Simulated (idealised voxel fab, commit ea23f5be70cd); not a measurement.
The following is a process module called voxel ribs on slabs.
Section cut is 260 nm wide and gridded with 5 nm square cells.
Throughout this document, each cross-section is represented as a grid of square cells and is presented as a sequence of bands enumerated from the top downward, where a band comprises one or more rows of cells.
Read a band's entry like this: the first values are the height of its top and the height of its bottom in nm, and what follows is the sequence of materials from left to right, each with its width in nm. Note that "empty" is empty space, and that a single material marked "all across" reaches across the band from edge to edge.
Note: height 0 marks the level under which the wafer is uniformly one material as received. Lowest band unbounded below, written "top 0, no bottom".
A two-number width, for instance "30..40", indicates that the width is equal to the first number in the top row of the band and to the second number in the bottom row, and that it changes by a constant amount per row of cells.
Reading "everything unchanged" for a step: not a cell of the cross-section changed in it.
So "Enclosed internal voids" is basically the list of trapped voids: any empty space of 8 cells or more that can't reach the top through an opening. They're written width x height at distance, the distance being from the left edge, and it's all nm.
Note: text after step settings on the step line = simulator remark on that step.
You can add "overlay nm" to a step's line. For a step with a mask, it describes how far the mask lay to the right of its planned position, and a negative number describes a lay to the left.

[The following list gives the planned process steps]
step 1: RECEIVE (material Si)
step 2: DIRECTIONAL_DEP (material SiO2; thk nm 20)
step 3: DIRECTIONAL_DEP (material polySi; thk nm 25)
step 4: MASKED_ETCH (tone cover; mask id RIB; width nm 15; etch materials polySi; depth nm 20; overlay nm 0)
step 5: PATTERN (tone cover; mask id SLAB; material resist; width nm 75; thk nm 20; overlay nm 0)
step 6: DIRECTIONAL_ETCH (etch materials polySi; depth nm 5)
step 7: STRIP (etch materials resist)
step 8: FILL_DEP (material SiO2; thk nm 25)
step 9: CMP (height nm 65)
step 10: DIRECTIONAL_DEP (material W; thk nm 5)
step 11: MASKED_ETCH (tone cover; mask id HEATER; width nm 25; etch materials W; depth nm 5; overlay nm 0)
step 12: CONFORMAL_DEP (material SiN; thk nm 5)

[As-received wafer cross-section (after step 1)]
* top 0, no bottom = Si all across
* Enclosed internal voids: none

[Post-module cross-section: identical start and plan to those above, one misstep in execution]
* top 75, bottom 70 = SiN all across
* top 70, bottom 45 = SiO2 all across
* top 45, bottom 25 = SiO2=120 / polySi=15 / SiO2=125
* top 25, bottom 20 = SiO2=90 / polySi=75 / SiO2=95
* top 20, bottom 0 = SiO2 all across
* top 0, no bottom = Si all across
* Enclosed internal voids: none
Want to know what went wrong? step 10: run off-plan, actual operation and settings DIRECTIONAL_DEP (material SiO2; thk nm 5)
